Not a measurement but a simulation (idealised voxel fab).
Process module under the name voxel capacitor over wiring
It is cross-section cut that appears here, measuring 230 nm in width, its square cells being 5 nm in size.
Notation: cross-section as square-cell grid; stated in bands, top first, going down; one or more cell rows per band. It is stipulated that each band's entry specify, in nanometres, the height of the top of the band and then that of its bottom, followed by the materials of the band in left-to-right sequence, each together with its width in nanometres. A single material marked by the word "full width" is understood to fill the band from edge to edge; the word "empty" is understood to denote empty space. Zero point of the height axis is 0; under it, received wafer = one material. Lowest band: continues down indefinitely, "0 and below". Note: "30->40" means the width goes from the first number (top row of the band) to the second number (bottom row) in equal steps per row of cells. Key: "no modification" - step with no changed cell in the cross-section. You'll see "Enclosed void list" listing empty spaces that have no way open to the top, as long as they're 8 cells or more; the notation is width x height at distance, where the distance is from the left edge, and all of it is in nm. Post-settings text on a step line: simulator's own remark regarding the step. "overlay nm", when on a step's line for a step with a mask, measures how far to the right of its planned place the mask lay; a negative measure means to the left. How should the pairs below be read? Each gives the cross-section before one process step and the cross-section after it, the latter drawn only to the lowest band that changed; the step that lies between them, with its settings, appears under the pair. Does a pair pick up where the pair above left off? Only where its entry headed "Incoming profile" says so, since pairs can come from different runs of this module on the same starting wafer.

## Incoming profile
- 100 down to 95: Cu full width
- 95 down to 90: 90 TiN, 5 Cu, 135 TiN
- 90 down to 85: 85 SiO2, 5 TiN, 5 Cu, 5 TiN, 130 SiO2
- 85 down to 75: 85->75 SiO2, 15->55 TiN, 130->100 SiO2
- 75 down to 70: 75 SiO2, 55 HfO2, 100 SiO2
- 70 down to 65: 70 SiO2, 65 TiN, 95 SiO2
- 65 down to 45: 75 SiO2, 5 TiN, 5 W, 5 TiN, 140 SiO2
- 45 down to 40: 75 SiCN, 15 TiN, 140 SiCN
- 40 down to 35: 60 SiCN, 40 Ru, 35 SiCN, 40 Ru, 55 SiCN
- 35 down to 20: 65 lowk, 5 TiN, 20 Ru, 5 TiN, 45 lowk, 5 TiN, 20 Ru, 5 TiN, 60 lowk
- 20 down to 15: 65 SiCN, 30 TiN, 45 SiCN, 30 TiN, 60 SiCN
- 15 down to 0: SiO2 full width
- 0 and below: Si full width
- Enclosed void list: none

## Post-Step Snapshot
- 90 down to 85: 85 SiO2, 5 TiN, 5 Cu, 5 TiN, 130 SiO2
- below 85: unchanged
- Enclosed void list: none
Intermediate step for the cross-sections above: CMP [height nm 90]

Incoming profile: refer to the pair immediately above; the cross-section shown after its step is the state before this one.

## Post-Step Snapshot
- 95 down to 90: SiN full width
- below 90: unchanged
- Enclosed void list: none
Intermediate step for the cross-sections above: CONFORMAL_DEP [material SiN] [thk nm 5]

## Incoming profile
- 75 down to 65: aC full width
- 65 down to 45: SiO2 full width
- 45 down to 40: SiCN full width
- 40 down to 35: 60 SiCN, 35 Ru, 40 SiCN, 35 Ru, 60 SiCN
- 35 down to 20: 65 lowk, 5 TiN, 15 Ru, 5 TiN, 50 lowk, 5 TiN, 15 Ru, 5 TiN, 65 lowk
- 20 down to 15: 65 SiCN, 25 TiN, 50 SiCN, 25 TiN, 65 SiCN
- 15 down to 0: SiO2 full width
- 0 and below: Si full width
- Enclosed void list: none

## Post-Step Snapshot
- 105 down to 75: 65 resist, 15 empty, 150 resist
- below 75: unchanged
- Enclosed void list: none
Intermediate step for the cross-sections above: PATTERN [tone open] [mask id PLUG_1] [material resist] [width nm 15] [thk nm 30] [overlay nm -10]

Incoming profile: refer to the pair immediately above; the cross-section shown after its step is the state before this one.

## Post-Step Snapshot
- 95 down to 75: 65 resist, 15 empty, 150 resist
- 75 down to 65: 65 aC, 15 empty, 150 aC
- below 65: unchanged
- Enclosed void list: none
Intermediate step for the cross-sections above: DIRECTIONAL_ETCH [etch materials aC] [depth nm 10]

Incoming profile: refer to the pair immediately above; the cross-section shown after its step is the state before this one.

## Post-Step Snapshot
- 75 down to 65: 65 aC, 15 empty, 150 aC
- below 65: unchanged
- Enclosed void list: none
Intermediate step for the cross-sections above: STRIP [etch materials resist]

Incoming profile: refer to the pair immediately above; the cross-section shown after its step is the state before this one.

## Post-Step Snapshot
- 75 down to 65: 65 aC, 15 empty, 150 aC
- 65 down to 45: 65 SiO2, 15 empty, 150 SiO2
- below 45: unchanged
- Enclosed void list: none
Intermediate step for the cross-sections above: DIRECTIONAL_ETCH [etch materials SiO2] [depth nm 20]

Incoming profile: refer to the pair immediately above; the cross-section shown after its step is the state before this one.

## Post-Step Snapshot
- 75 down to 65: 65 aC, 15 empty, 150 aC
- 65 down to 45: 65 SiO2, 15 empty, 150 SiO2
- 45 down to 40: 65 SiCN, 15 empty, 150 SiCN
- below 40: unchanged
- Enclosed void list: none
Intermediate step for the cross-sections above: DIRECTIONAL_ETCH [etch materials SiCN] [depth nm 5]

Incoming profile: refer to the pair immediately above; the cross-section shown after its step is the state before this one.

## Post-Step Snapshot
- 65 down to 45: 65 SiO2, 15 empty, 150 SiO2
- below 45: unchanged
- Enclosed void list: none
Intermediate step for the cross-sections above: STRIP [etch materials aC]

Incoming profile: refer to the pair immediately above; the cross-section shown after its step is the state before this one.

## Post-Step Snapshot
- 70 down to 65: 70 TiN, 5 empty, 155 TiN
- 65 down to 45: 65 SiO2, 5 TiN, 5 empty, 5 TiN, 150 SiO2
- 45 down to 40: 65 SiCN, 15 TiN, 150 SiCN
- below 40: unchanged
- Enclosed void list: none
Intermediate step for the cross-sections above: CONFORMAL_DEP [material TiN] [thk nm 5]

Incoming profile: refer to the pair immediately above; the cross-section shown after its step is the state before this one.

## Post-Step Snapshot
- 80 down to 70: W full width
- 70 down to 65: 70 TiN, 5 W, 155 TiN
- 65 down to 45: 65 SiO2, 5 TiN, 5 W, 5 TiN, 150 SiO2
- below 45: unchanged
- Enclosed void list: none
Intermediate step for the cross-sections above: FILL_DEP [material W] [thk nm 10]

Incoming profile: refer to the pair immediately above; the cross-section shown after its step is the state before this one.

## Post-Step Snapshot
- 65 down to 45: 65 SiO2, 5 TiN, 5 W, 5 TiN, 150 SiO2
- below 45: unchanged
- Enclosed void list: none
Intermediate step for the cross-sections above: CMP [height nm 65]

Incoming profile: refer to the pair immediately above; the cross-section shown after its step is the state before this one.

## Post-Step Snapshot
- 70 down to 65: TiN full width
- below 65: unchanged
- Enclosed void list: none
Intermediate step for the cross-sections above: DIRECTIONAL_DEP [material TiN] [thk nm 5]

Incoming profile: refer to the pair immediately above; the cross-section shown after its step is the state before this one.

## Post-Step Snapshot
- 75 down to 70: HfO2 full width
- below 70: unchanged
- Enclosed void list: none
Intermediate step for the cross-sections above: DIRECTIONAL_DEP [material HfO2] [thk nm 5]

Incoming profile: refer to the pair immediately above; the cross-section shown after its step is the state before this one.

## Post-Step Snapshot
- 80 down to 75: TiN full width
- below 75: unchanged
- Enclosed void list: none
Intermediate step for the cross-sections above: DIRECTIONAL_DEP [material TiN] [thk nm 5]

Incoming profile: refer to the pair immediately above; the cross-section shown after its step is the state before this one.

## Post-Step Snapshot
- 80 down to 75: 75 empty, 55 TiN, 100 empty
- below 75: unchanged
- Enclosed void list: none
Intermediate step for the cross-sections above: MASKED_ETCH [tone cover] [mask id UPPER_PLATE] [width nm 55] [etch materials TiN] [depth nm 5] [overlay nm 0]

Incoming profile: refer to the pair immediately above; the cross-section shown after its step is the state before this one.

## Post-Step Snapshot
- 80 down to 75: 75 empty, 55 TiN, 100 empty
- 75 down to 70: 75 empty, 55 HfO2, 100 empty
- below 70: unchanged
- Enclosed void list: none
Intermediate step for the cross-sections above: MASKED_ETCH [tone cover] [mask id UPPER_PLATE] [width nm 55] [etch materials HfO2] [depth nm 5] [overlay nm 0]

Incoming profile: refer to the pair immediately above; the cross-section shown after its step is the state before this one.

## Post-Step Snapshot
- 80 down to 75: 75 empty, 55 TiN, 100 empty
- 75 down to 70: 75 empty, 55 HfO2, 100 empty
- 70 down to 65: 70 empty, 65 TiN, 95 empty
- below 65: unchanged
- Enclosed void list: none
Intermediate step for the cross-sections above: MASKED_ETCH [tone cover] [mask id LOWER_PLATE] [width nm 65] [etch materials TiN] [depth nm 5] [overlay nm 0]

Incoming profile: refer to the pair immediately above; the cross-section shown after its step is the state before this one.

## Post-Step Snapshot
- 95 down to 80: SiO2 full width
- 80 down to 75: 75 SiO2, 55 TiN, 100 SiO2
- 75 down to 70: 75 SiO2, 55 HfO2, 100 SiO2
- 70 down to 65: 70 SiO2, 65 TiN, 95 SiO2
- below 65: unchanged
- Enclosed void list: none
Intermediate step for the cross-sections above: FILL_DEP [material SiO2] [thk nm 15]

Incoming profile: refer to the pair immediately above; the cross-section shown after its step is the state before this one.

## Post-Step Snapshot
- 90 down to 80: SiO2 full width
- below 80: unchanged
- Enclosed void list: none
Intermediate step for the cross-sections above: CMP [height nm 90]

Incoming profile: refer to the pair immediately above; the cross-section shown after its step is the state before this one.

## Post-Step Snapshot
- 90 down to 80: 85 SiO2, 15 empty, 130 SiO2
- below 80: unchanged
- Enclosed void list: none
Intermediate step for the cross-sections above: MASKED_ETCH [tone open] [mask id PLUG_2] [width nm 15] [etch materials SiO2] [depth nm 10] [overlay nm 0]

Incoming profile: refer to the pair immediately above; the cross-section shown after its step is the state before this one.

## Post-Step Snapshot
- 95 down to 90: 90 TiN, 5 empty, 135 TiN
- 90 down to 85: 85 SiO2, 5 TiN, 5 empty, 5 TiN, 130 SiO2
- 85 down to 75: 85->75 SiO2, 15->55 TiN, 130->100 SiO2
- below 75: unchanged
- Enclosed void list: none
Intermediate step for the cross-sections above: CONFORMAL_DEP [material TiN] [thk nm 5]

Incoming profile: refer to the pair immediately above; the cross-section shown after its step is the state before this one.

## Post-Step Snapshot
- 100 down to 95: Cu full width
- 95 down to 90: 90 TiN, 5 Cu, 135 TiN
- 90 down to 85: 85 SiO2, 5 TiN, 5 Cu, 5 TiN, 130 SiO2
- below 85: unchanged
- Enclosed void list: none
Intermediate step for the cross-sections above: FILL_DEP [material Cu] [thk nm 5]

Incoming profile: refer to the pair immediately above; the cross-section shown after its step is the state before this one.

## Post-Step Snapshot
- 90 down to 85: 85 SiO2, 5 TiN, 5 Cu, 5 TiN, 130 SiO2
- below 85: unchanged
- Enclosed void list: none
Intermediate step for the cross-sections above: CMP [height nm 90]

Incoming profile: refer to the pair immediately above; the cross-section shown after its step is the state before this one.

## Post-Step Snapshot
- 95 down to 90: SiN full width
- below 90: unchanged
- Enclosed void list: none
Intermediate step for the cross-sections above: CONFORMAL_DEP [material SiN] [thk nm 5]

## Incoming profile
- 90 down to 85: 85 SiO2, 5 TiN, 5 Cu, 5 TiN, 130 SiO2
- 85 down to 75: 85->75 SiO2, 15->55 TiN, 130->100 SiO2
- 75 down to 70: 75 SiO2, 55 HfO2, 100 SiO2
- 70 down to 65: 70 SiO2, 65 TiN, 95 SiO2
- 65 down to 45: 75 SiO2, 5 TiN, 5 W, 5 TiN, 140 SiO2
- 45 down to 40: 75 SiCN, 15 TiN, 140 SiCN
- 40 down to 35: 60 SiCN, 35 Ru, 40 SiCN, 35 Ru, 60 SiCN
- 35 down to 20: 65 lowk, 5 TiN, 15 Ru, 5 TiN, 50 lowk, 5 TiN, 15 Ru, 5 TiN, 65 lowk
- 20 down to 15: 65 SiCN, 25 TiN, 50 SiCN, 25 TiN, 65 SiCN
- 15 down to 0: SiO2 full width
- 0 and below: Si full width
- Enclosed void list: none

## Post-Step Snapshot
- 95 down to 90: SiCN full width
- below 90: unchanged
- Enclosed void list: none
Intermediate step for the cross-sections above: CONFORMAL_DEP [material SiCN] [thk nm 5]

## Incoming profile
- 75 down to 65: aC full width
- 65 down to 45: SiO2 full width
- 45 down to 40: SiCN full width
- 40 down to 35: 60 SiCN, 35 Ru, 40 SiCN, 35 Ru, 60 SiCN
- 35 down to 20: 65 lowk, 5 TiN, 15 Ru, 5 TiN, 50 lowk, 5 TiN, 15 Ru, 5 TiN, 65 lowk
- 20 down to 15: 65 SiCN, 25 TiN, 50 SiCN, 25 TiN, 65 SiCN
- 15 down to 0: SiO2 full width
- 0 and below: Si full width
- Enclosed void list: none

## Post-Step Snapshot
- 105 down to 75: 75 empty, 15 resist, 140 empty
- below 75: unchanged
- Enclosed void list: none
Intermediate step for the cross-sections above: PATTERN [tone cover] [mask id PLUG_1] [material resist] [width nm 15] [thk nm 30] [overlay nm 0]

Incoming profile: refer to the pair immediately above; the cross-section shown after its step is the state before this one.

## Post-Step Snapshot
- 95 down to 75: 75 empty, 15 resist, 140 empty
- 75 down to 65: 75 empty, 15 aC, 140 empty
- below 65: unchanged
- Enclosed void list: none
Intermediate step for the cross-sections above: DIRECTIONAL_ETCH [etch materials aC] [depth nm 10]

Incoming profile: refer to the pair immediately above; the cross-section shown after its step is the state before this one.

## Post-Step Snapshot
- 75 down to 65: 75 empty, 15 aC, 140 empty
- below 65: unchanged
- Enclosed void list: none
Intermediate step for the cross-sections above: STRIP [etch materials resist]

Incoming profile: refer to the pair immediately above; the cross-section shown after its step is the state before this one.

## Post-Step Snapshot
- 75 down to 65: 75 empty, 15 aC, 140 empty
- 65 down to 45: 75 empty, 15 SiO2, 140 empty
- below 45: unchanged
- Enclosed void list: none
Intermediate step for the cross-sections above: DIRECTIONAL_ETCH [etch materials SiO2] [depth nm 20]

Incoming profile: refer to the pair immediately above; the cross-section shown after its step is the state before this one.

## Post-Step Snapshot
- 75 down to 65: 75 empty, 15 aC, 140 empty
- 65 down to 45: 75 empty, 15 SiO2, 140 empty
- 45 down to 40: 75 empty, 15 SiCN, 140 empty
- below 40: unchanged
- Enclosed void list: none
Intermediate step for the cross-sections above: DIRECTIONAL_ETCH [etch materials SiCN] [depth nm 5]

Incoming profile: refer to the pair immediately above; the cross-section shown after its step is the state before this one.

## Post-Step Snapshot
- 65 down to 45: 75 empty, 15 SiO2, 140 empty
- below 45: unchanged
- Enclosed void list: none
Intermediate step for the cross-sections above: STRIP [etch materials aC]

Incoming profile: refer to the pair immediately above; the cross-section shown after its step is the state before this one.

## Post-Step Snapshot
- 70 down to 65: 70 empty, 25 TiN, 135 empty
- 65 down to 45: 70 empty, 5 TiN, 15 SiO2, 5 TiN, 135 empty
- 45 down to 40: 75 TiN, 15 SiCN, 140 TiN
- below 40: unchanged
- Enclosed void list: none
Intermediate step for the cross-sections above: CONFORMAL_DEP [material TiN] [thk nm 5]

Incoming profile: refer to the pair immediately above; the cross-section shown after its step is the state before this one.

## Post-Step Snapshot
- 80 down to 70: W full width
- 70 down to 65: 70 W, 25 TiN, 135 W
- 65 down to 45: 70 W, 5 TiN, 15 SiO2, 5 TiN, 135 W
- below 45: unchanged
- Enclosed void list: none
Intermediate step for the cross-sections above: FILL_DEP [material W] [thk nm 10]

Incoming profile: refer to the pair immediately above; the cross-section shown after its step is the state before this one.

## Post-Step Snapshot
- 65 down to 45: 70 W, 5 TiN, 15 SiO2, 5 TiN, 135 W
- below 45: unchanged
- Enclosed void list: none
Intermediate step for the cross-sections above: CMP [height nm 65]

Incoming profile: refer to the pair immediately above; the cross-section shown after its step is the state before this one.

## Post-Step Snapshot
- 70 down to 65: TiN full width
- below 65: unchanged
- Enclosed void list: none
Intermediate step for the cross-sections above: DIRECTIONAL_DEP [material TiN] [thk nm 5]

Incoming profile: refer to the pair immediately above; the cross-section shown after its step is the state before this one.

## Post-Step Snapshot
- 75 down to 70: HfO2 full width
- below 70: unchanged
- Enclosed void list: none
Intermediate step for the cross-sections above: DIRECTIONAL_DEP [material HfO2] [thk nm 5]

Incoming profile: refer to the pair immediately above; the cross-section shown after its step is the state before this one.

## Post-Step Snapshot
- 80 down to 75: TiN full width
- below 75: unchanged
- Enclosed void list: none
Intermediate step for the cross-sections above: DIRECTIONAL_DEP [material TiN] [thk nm 5]

Incoming profile: refer to the pair immediately above; the cross-section shown after its step is the state before this one.

## Post-Step Snapshot
- 80 down to 75: 75 empty, 55 TiN, 100 empty
- below 75: unchanged
- Enclosed void list: none
Intermediate step for the cross-sections above: MASKED_ETCH [tone cover] [mask id UPPER_PLATE] [width nm 55] [etch materials TiN] [depth nm 5] [overlay nm 0]

Incoming profile: refer to the pair immediately above; the cross-section shown after its step is the state before this one.

## Post-Step Snapshot
- 80 down to 75: 75 empty, 55 TiN, 100 empty
- 75 down to 70: 75 empty, 55 HfO2, 100 empty
- below 70: unchanged
- Enclosed void list: none
Intermediate step for the cross-sections above: MASKED_ETCH [tone cover] [mask id UPPER_PLATE] [width nm 55] [etch materials HfO2] [depth nm 5] [overlay nm 0]

Incoming profile: refer to the pair immediately above; the cross-section shown after its step is the state before this one.

## Post-Step Snapshot
- 80 down to 75: 75 empty, 55 TiN, 100 empty
- 75 down to 70: 75 empty, 55 HfO2, 100 empty
- 70 down to 65: 70 empty, 65 TiN, 95 empty
- below 65: unchanged
- Enclosed void list: none
Intermediate step for the cross-sections above: MASKED_ETCH [tone cover] [mask id LOWER_PLATE] [width nm 65] [etch materials TiN] [depth nm 5] [overlay nm 0]

Incoming profile: refer to the pair immediately above; the cross-section shown after its step is the state before this one.

## Post-Step Snapshot
- 95 down to 80: SiO2 full width
- 80 down to 75: 75 SiO2, 55 TiN, 100 SiO2
- 75 down to 70: 75 SiO2, 55 HfO2, 100 SiO2
- 70 down to 65: 70 SiO2, 65 TiN, 95 SiO2
- below 65: unchanged
- Enclosed void list: none
Intermediate step for the cross-sections above: FILL_DEP [material SiO2] [thk nm 15]

Incoming profile: refer to the pair immediately above; the cross-section shown after its step is the state before this one.

## Post-Step Snapshot
- 90 down to 80: SiO2 full width
- below 80: unchanged
- Enclosed void list: none
Intermediate step for the cross-sections above: CMP [height nm 90]

Incoming profile: refer to the pair immediately above; the cross-section shown after its step is the state before this one.

## Post-Step Snapshot
- 90 down to 80: 85 SiO2, 15 empty, 130 SiO2
- below 80: unchanged
- Enclosed void list: none
Intermediate step for the cross-sections above: MASKED_ETCH [tone open] [mask id PLUG_2] [width nm 15] [etch materials SiO2] [depth nm 10] [overlay nm 0]

Incoming profile: refer to the pair immediately above; the cross-section shown after its step is the state before this one.

## Post-Step Snapshot
- 95 down to 90: 90 TiN, 5 empty, 135 TiN
- 90 down to 85: 85 SiO2, 5 TiN, 5 empty, 5 TiN, 130 SiO2
- 85 down to 75: 85->75 SiO2, 15->55 TiN, 130->100 SiO2
- below 75: unchanged
- Enclosed void list: none
Intermediate step for the cross-sections above: CONFORMAL_DEP [material TiN] [thk nm 5]

Incoming profile: refer to the pair immediately above; the cross-section shown after its step is the state before this one.

## Post-Step Snapshot
- 100 down to 95: Cu full width
- 95 down to 90: 90 TiN, 5 Cu, 135 TiN
- 90 down to 85: 85 SiO2, 5 TiN, 5 Cu, 5 TiN, 130 SiO2
- below 85: unchanged
- Enclosed void list: none
Intermediate step for the cross-sections above: FILL_DEP [material Cu] [thk nm 5]

Incoming profile: refer to the pair immediately above; the cross-section shown after its step is the state before this one.

## Post-Step Snapshot
- 90 down to 85: 85 SiO2, 5 TiN, 5 Cu, 5 TiN, 130 SiO2
- below 85: unchanged
- Enclosed void list: none
Intermediate step for the cross-sections above: CMP [height nm 90]

Incoming profile: refer to the pair immediately above; the cross-section shown after its step is the state before this one.

## Post-Step Snapshot
- 95 down to 90: SiN full width
- below 90: unchanged
- Enclosed void list: none
Intermediate step for the cross-sections above: CONFORMAL_DEP [material SiN] [thk nm 5]
